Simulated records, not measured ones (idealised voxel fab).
Process module under the name voxel self aligned contacts
Square cells of 5 nm make up the cross-section cut, whose width is 285 nm.
Each cross-section below is a grid of square cells, stated as bands in top-down order, with one or more rows of cells making up each band.
First you get the band's top height and its bottom height, in nm, and then the materials it's made of, left to right, with each width in nm. If you see a single material with "full width", that one covers the band edge to edge. "air" is empty space.
Height 0 is the level under which the wafer as received is all one material. The lowest band goes on downwards, as in "0 -> down".
Quick explanation for "30->40": the width changes in equal steps down the rows of cells, from the first number in the band's top row to the second number in its bottom row.
What does "stayed the same" mean for a step? It means no cell of the cross-section changed in that step.
"Closed void list" contains a list of empty spaces, each no smaller than 8 cells and without an open way to the top, written in the form width x height at distance with the distance from the left edge and all three in nm.
Step line, after settings: the simulator's comment on this step.
"overlay nm" on a masked step: distance the mask lay right of its planned place, negative for left.

Steps in the process plan:
step 1: RECEIVE: material Si
step 2: OXIDIZE: depth nm 5
step 3: DIRECTIONAL_DEP: material polySi, thk nm 30
step 4: DIRECTIONAL_DEP: material SiN, thk nm 20
step 5: MASKED_ETCH: tone cover, mask id GATE, width nm 25, pitch nm 60, etch materials SiN, depth nm 20, overlay nm 0
step 6: MASKED_ETCH: tone cover, mask id GATE, width nm 25, pitch nm 60, etch materials polySi, depth nm 30, overlay nm 0
step 7: CONFORMAL_DEP: material SiN, thk nm 5
step 8: DIRECTIONAL_ETCH: etch materials SiN, depth nm 5
step 9: FILL_DEP: material SiO2, thk nm 15
step 10: CMP: height nm 60
step 11: DIRECTIONAL_DEP: material aC, thk nm 10
step 12: PATTERN: tone open, mask id CONTACT, material resist, width nm 45, thk nm 30, overlay nm 0
step 13: DIRECTIONAL_ETCH: etch materials aC, depth nm 10
step 14: STRIP: etch materials resist
step 15: DIRECTIONAL_ETCH: etch materials SiO2, depth nm 65
step 16: STRIP: etch materials aC
step 17: CONFORMAL_DEP: material TiN, thk nm 5
step 18: FILL_DEP: material W, thk nm 10
step 19: CMP: height nm 60
step 20: CONFORMAL_DEP: material SiCN, thk nm 5

First out of two wafers; run went to plan:

Wafer at receipt (post step 1), cross-section:
    0 -> down: Si full width
    Closed void list: none

Step 2 complete: cross-section through the wafer:
    0 -> -5: SiO2 full width
    Below a height of -5, the structure has not been altered.

Step 3 complete: cross-section through the wafer:
    30 -> 0: polySi full width
    Below a height of 0, the structure has not been altered.

Step 4 complete: cross-section through the wafer:
    50 -> 30: SiN full width
    Below a height of 30, the structure has not been altered.

Step 5 complete: cross-section through the wafer:
    50 -> 30: air=100 / SiN=25 / air=35 / SiN=25 / air=100
    Below a height of 30, the structure has not been altered.

Step 6 complete: cross-section through the wafer:
    50 -> 30: air=100 / SiN=25 / air=35 / SiN=25 / air=100
    30 -> 0: air=100 / polySi=25 / air=35 / polySi=25 / air=100
    Below a height of 0, the structure has not been altered.

Step 7 complete: cross-section through the wafer:
    55 -> 30: air=95 / SiN=35 / air=25 / SiN=35 / air=95
    30 -> 5: air=95 / SiN=5 / polySi=25 / SiN=5 / air=25 / SiN=5 / polySi=25 / SiN=5 / air=95
    5 -> 0: SiN=100 / polySi=25 / SiN=35 / polySi=25 / SiN=100
    Below a height of 0, the structure has not been altered.

Step 8 complete: cross-section through the wafer:
    50 -> 30: air=95 / SiN=35 / air=25 / SiN=35 / air=95
    30 -> 0: air=95 / SiN=5 / polySi=25 / SiN=5 / air=25 / SiN=5 / polySi=25 / SiN=5 / air=95
    Below a height of 0, the structure has not been altered.

Step 9 complete: cross-section through the wafer:
    65 -> 50: SiO2 full width
    50 -> 30: SiO2=95 / SiN=35 / SiO2=25 / SiN=35 / SiO2=95
    30 -> 0: SiO2=95 / SiN=5 / polySi=25 / SiN=5 / SiO2=25 / SiN=5 / polySi=25 / SiN=5 / SiO2=95
    Below a height of 0, the structure has not been altered.

Step 10 complete: cross-section through the wafer:
    60 -> 50: SiO2 full width
    Below a height of 50, the structure has not been altered.

Step 11 complete: cross-section through the wafer:
    70 -> 60: aC full width
    Below a height of 60, the structure has not been altered.

Step 12 complete: cross-section through the wafer:
    100 -> 70: resist=120 / air=45 / resist=120
    Below a height of 70, the structure has not been altered.

Step 13 complete: cross-section through the wafer:
    90 -> 70: resist=120 / air=45 / resist=120
    70 -> 60: aC=120 / air=45 / aC=120
    Below a height of 60, the structure has not been altered.

Step 14 complete: cross-section through the wafer:
    70 -> 60: aC=120 / air=45 / aC=120
    Below a height of 60, the structure has not been altered.

Step 15 complete: cross-section through the wafer:
    70 -> 60: aC=120 / air=45 / aC=120
    60 -> 50: SiO2=120 / air=45 / SiO2=120
    50 -> 30: SiO2=95 / SiN=35 / air=25 / SiN=35 / SiO2=95
    30 -> 0: SiO2=95 / SiN=5 / polySi=25 / SiN=5 / air=25 / SiN=5 / polySi=25 / SiN=5 / SiO2=95
    0 -> -5: SiO2=130 / air=25 / SiO2=130
    Below a height of -5, the structure has not been altered.

Step 16 complete: cross-section through the wafer:
    60 -> 50: SiO2=120 / air=45 / SiO2=120
    Below a height of 50, the structure has not been altered.

Step 17 complete: cross-section through the wafer:
    65 -> 60: TiN=125 / air=35 / TiN=125
    60 -> 50: SiO2=120 / TiN=5->15 / air=35->15 / TiN=5->15 / SiO2=120
    50 -> 30: SiO2=95 / SiN=35 / TiN=5 / air=15 / TiN=5 / SiN=35 / SiO2=95
    30 -> 0: SiO2=95 / SiN=5 / polySi=25 / SiN=5 / TiN=5 / air=15 / TiN=5 / SiN=5 / polySi=25 / SiN=5 / SiO2=95
    0 -> -5: SiO2=130 / TiN=25 / SiO2=130
    Below a height of -5, the structure has not been altered.

Step 18 complete: cross-section through the wafer:
    75 -> 65: W full width
    65 -> 60: TiN=125 / W=35 / TiN=125
    60 -> 50: SiO2=120 / TiN=5->15 / W=35->15 / TiN=5->15 / SiO2=120
    50 -> 30: SiO2=95 / SiN=35 / TiN=5 / W=15 / TiN=5 / SiN=35 / SiO2=95
    30 -> 0: SiO2=95 / SiN=5 / polySi=25 / SiN=5 / TiN=5 / W=15 / TiN=5 / SiN=5 / polySi=25 / SiN=5 / SiO2=95
    Below a height of 0, the structure has not been altered.

Step 19 complete: cross-section through the wafer:
    60 -> 50: SiO2=120 / TiN=5->15 / W=35->15 / TiN=5->15 / SiO2=120
    Below a height of 50, the structure has not been altered.

Step 20 complete: cross-section through the wafer:
    65 -> 60: SiCN full width
    Below a height of 60, the structure has not been altered.

Companion wafer, the second of two: same beginning, same intended sequence, one mistake in carrying it out; through step 1 inclusive it tracks the first exactly:

Cross-section of the second wafer at the time step 2 of the plan should have ended:
    30 -> 0: polySi full width
    Below a height of 0, the structure has not been altered.

Cross-section of the second wafer at the time step 3 of the plan should have ended:
    30 -> 25: SiO2 full width
    Below a height of 25, the structure has not been altered.

Cross-section of the second wafer at the time step 4 of the plan should have ended:
    50 -> 30: SiN full width
    Below a height of 30, the structure has not been altered.

Cross-section of the second wafer at the time step 5 of the plan should have ended:
    50 -> 30: air=100 / SiN=25 / air=35 / SiN=25 / air=100
    Below a height of 30, the structure has not been altered.

Cross-section of the second wafer at the time step 6 of the plan should have ended: stayed the same

Cross-section of the second wafer at the time step 7 of the plan should have ended:
    55 -> 35: air=95 / SiN=35 / air=25 / SiN=35 / air=95
    35 -> 30: SiN full width
    Below a height of 30, the structure has not been altered.

Cross-section of the second wafer at the time step 8 of the plan should have ended:
    50 -> 30: air=95 / SiN=35 / air=25 / SiN=35 / air=95
    Below a height of 30, the structure has not been altered.

Cross-section of the second wafer at the time step 9 of the plan should have ended:
    65 -> 50: SiO2 full width
    50 -> 30: SiO2=95 / SiN=35 / SiO2=25 / SiN=35 / SiO2=95
    Below a height of 30, the structure has not been altered.

Cross-section of the second wafer at the time step 10 of the plan should have ended:
    60 -> 50: SiO2 full width
    Below a height of 50, the structure has not been altered.

Cross-section of the second wafer at the time step 11 of the plan should have ended:
    70 -> 60: aC full width
    Below a height of 60, the structure has not been altered.

Cross-section of the second wafer at the time step 12 of the plan should have ended:
    100 -> 70: resist=120 / air=45 / resist=120
    Below a height of 70, the structure has not been altered.

Cross-section of the second wafer at the time step 13 of the plan should have ended:
    90 -> 70: resist=120 / air=45 / resist=120
    70 -> 60: aC=120 / air=45 / aC=120
    Below a height of 60, the structure has not been altered.

Cross-section of the second wafer at the time step 14 of the plan should have ended:
    70 -> 60: aC=120 / air=45 / aC=120
    Below a height of 60, the structure has not been altered.

Cross-section of the second wafer at the time step 15 of the plan should have ended:
    70 -> 60: aC=120 / air=45 / aC=120
    60 -> 50: SiO2=120 / air=45 / SiO2=120
    50 -> 30: SiO2=95 / SiN=35 / air=25 / SiN=35 / SiO2=95
    30 -> 25: SiO2=130 / air=25 / SiO2=130
    Below a height of 25, the structure has not been altered.

Cross-section of the second wafer at the time step 16 of the plan should have ended:
    60 -> 50: SiO2=120 / air=45 / SiO2=120
    Below a height of 50, the structure has not been altered.

Cross-section of the second wafer at the time step 17 of the plan should have ended:
    65 -> 60: TiN=125 / air=35 / TiN=125
    60 -> 50: SiO2=120 / TiN=5->15 / air=35->15 / TiN=5->15 / SiO2=120
    50 -> 30: SiO2=95 / SiN=35 / TiN=5 / air=15 / TiN=5 / SiN=35 / SiO2=95
    30 -> 25: SiO2=130 / TiN=25 / SiO2=130
    Below a height of 25, the structure has not been altered.

Cross-section of the second wafer at the time step 18 of the plan should have ended:
    75 -> 65: W full width
    65 -> 60: TiN=125 / W=35 / TiN=125
    60 -> 50: SiO2=120 / TiN=5->15 / W=35->15 / TiN=5->15 / SiO2=120
    50 -> 30: SiO2=95 / SiN=35 / TiN=5 / W=15 / TiN=5 / SiN=35 / SiO2=95
    Below a height of 30, the structure has not been altered.

Cross-section of the second wafer at the time step 19 of the plan should have ended:
    60 -> 50: SiO2=120 / TiN=5->15 / W=35->15 / TiN=5->15 / SiO2=120
    Below a height of 50, the structure has not been altered.

Cross-section of the second wafer at the time step 20 of the plan should have ended:
    65 -> 60: SiCN full width
    Below a height of 60, the structure has not been altered.
Nonconformance to the process plan: steps 2 and 3 traded places in the executed sequence
Count the cells at the end and the second wafer has more or fewer of some materials than the first: Si +57 | SiN -24 | SiO2 -228 | TiN -12 | W -18 | polySi +225
